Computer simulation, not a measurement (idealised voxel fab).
process module | voxel transistor to metal
cross-section cut | 195 nm wide | cells 5 nm
A cross-section is a grid of square cells, given in bands from the top down. A band is one or more rows of cells.
Each band's line starts with the height of the band's top and of its bottom, in nm. Then come its materials from left to right, each with its width in nm. One material with "throughout" fills the band from edge to edge. "air" is empty space.
Height 0 is the level under which the wafer as received is all one material. The lowest band goes on downwards, as in "0 down".
A width such as "30 to 40" changes by the same amount from each row of cells to the next, from the band's top row to its bottom row.
"no change" after a step means that no cell of the cross-section changed.
closed voids: empty space of 8 cells or more with no open way to the top, each as width x height at its distance from the left edge, in nm
after a step's settings: what the simulator itself notes on the step
overlay nm, on a step with a mask: how far to the right of its planned place the mask lay; to the left if negative
plan
1 op RECEIVE | material Si
2 op CONFORMAL_DEP | material SiO2 | thk nm 5
3 op CONFORMAL_DEP | material SiN | thk nm 10
4 op PATTERN | tone cover | mask id ACTIVE | material resist | width nm 125 | thk nm 15 | overlay nm 0
5 op DIRECTIONAL_ETCH | etch materials SiN | depth nm 10
6 op DIRECTIONAL_ETCH | etch materials SiO2 | depth nm 5
7 op DIRECTIONAL_ETCH | etch materials Si | depth nm 20
8 op STRIP | etch materials resist
9 op OXIDIZE | depth nm 5
10 op FILL_DEP | material SiO2 | thk nm 5
11 op CMP | height nm 15
12 op SELECTIVE_ETCH | etch materials SiO2 | depth nm 10
13 op STRIP | etch materials SiN
14 op SELECTIVE_ETCH | etch materials SiO2 | depth nm 5
15 op OXIDIZE | depth nm 5
16 op DIRECTIONAL_DEP | material polySi | thk nm 30
17 op DIRECTIONAL_DEP | material SiCN | thk nm 15
18 op PATTERN | tone cover | mask id GATE | material resist | width nm 35 | thk nm 15 | overlay nm 0
19 op DIRECTIONAL_ETCH | etch materials SiCN | depth nm 25
20 op DIRECTIONAL_ETCH | etch materials polySi | depth nm 40
21 op STRIP | etch materials resist
22 op CONFORMAL_DEP | material SiO2 | thk nm 5
23 op DIRECTIONAL_ETCH | etch materials SiO2 | depth nm 5
24 op CONFORMAL_DEP | material SiN | thk nm 5
25 op DIRECTIONAL_ETCH | etch materials SiN | depth nm 5
26 op DIRECTIONAL_ETCH | etch materials SiO2 | depth nm 5
27 op DIRECTIONAL_ETCH | etch materials Si | depth nm 15
28 op EPI | material SiGe | thk nm 20
29 op FILL_DEP | material SiO2 | thk nm 5
30 op CMP | height nm 30
31 op STRIP | etch materials polySi
32 op SELECTIVE_ETCH | etch materials SiO2 | depth nm 5
33 op CONFORMAL_DEP | material HfO2 | thk nm 5
34 op CONFORMAL_DEP | material TiN | thk nm 5
35 op FILL_DEP | material W | thk nm 10
36 op CMP | height nm 25
37 op DIRECTIONAL_DEP | material SiO2 | thk nm 10
38 op DIRECTIONAL_DEP | material aC | thk nm 15
39 op PATTERN | tone open | mask id CONTACT | material resist | width nm 15 | pitch nm 90 | thk nm 30 | overlay nm 0
40 op DIRECTIONAL_ETCH | etch materials aC | depth nm 5
41 op STRIP | etch materials resist
42 op DIRECTIONAL_ETCH | etch materials SiO2 | depth nm 35
43 op STRIP | etch materials aC
44 op CONFORMAL_DEP | material TiN | thk nm 5
45 op FILL_DEP | material Ru | thk nm 5
46 op CMP | height nm 35
47 op DIRECTIONAL_DEP | material TiN | thk nm 5
48 op DIRECTIONAL_DEP | material W | thk nm 15
49 op PATTERN | tone cover | mask id METAL_1 | material resist | width nm 15 | pitch nm 90 | thk nm 15 | overlay nm 0
50 op DIRECTIONAL_ETCH | etch materials W | depth nm 15
51 op DIRECTIONAL_ETCH | etch materials TiN | depth nm 5
52 op STRIP | etch materials resist
53 op FILL_DEP | material lowk | thk nm 10
54 op CMP | height nm 55
55 op CONFORMAL_DEP | material SiN | thk nm 5
varied across the wafers: depth nm of step 40. The plan shows the first wafer's value. All wafers start alike
first wafer as received, after step 1
  0 down: Si throughout
  closed voids: none
each wafer at the end: cells of each material gained (+) or lost (-) since it was received, then its closed voids
depth nm 5 | +19 HfO2 | -139 Si | +74 SiGe | +49 SiN | +274 SiO2 | +21 TiN | +38 W | +132 lowk | closed voids: none
depth nm 10 | +19 HfO2 | -139 Si | +74 SiGe | +49 SiN | +274 SiO2 | +21 TiN | +38 W | +132 lowk | closed voids: none
depth nm 15 | +19 HfO2 | +6 Ru | -139 Si | +74 SiGe | +49 SiN | +244 SiO2 | +45 TiN | +38 W | +132 lowk | closed voids: none
depth nm 20 | +19 HfO2 | +6 Ru | -139 Si | +74 SiGe | +49 SiN | +244 SiO2 | +45 TiN | +38 W | +132 lowk | closed voids: none
depth nm 25 | +19 HfO2 | +6 Ru | -139 Si | +74 SiGe | +49 SiN | +244 SiO2 | +45 TiN | +38 W | +132 lowk | closed voids: none
depth nm 30 | +19 HfO2 | +6 Ru | -139 Si | +74 SiGe | +49 SiN | +244 SiO2 | +45 TiN | +38 W | +132 lowk | closed voids: none
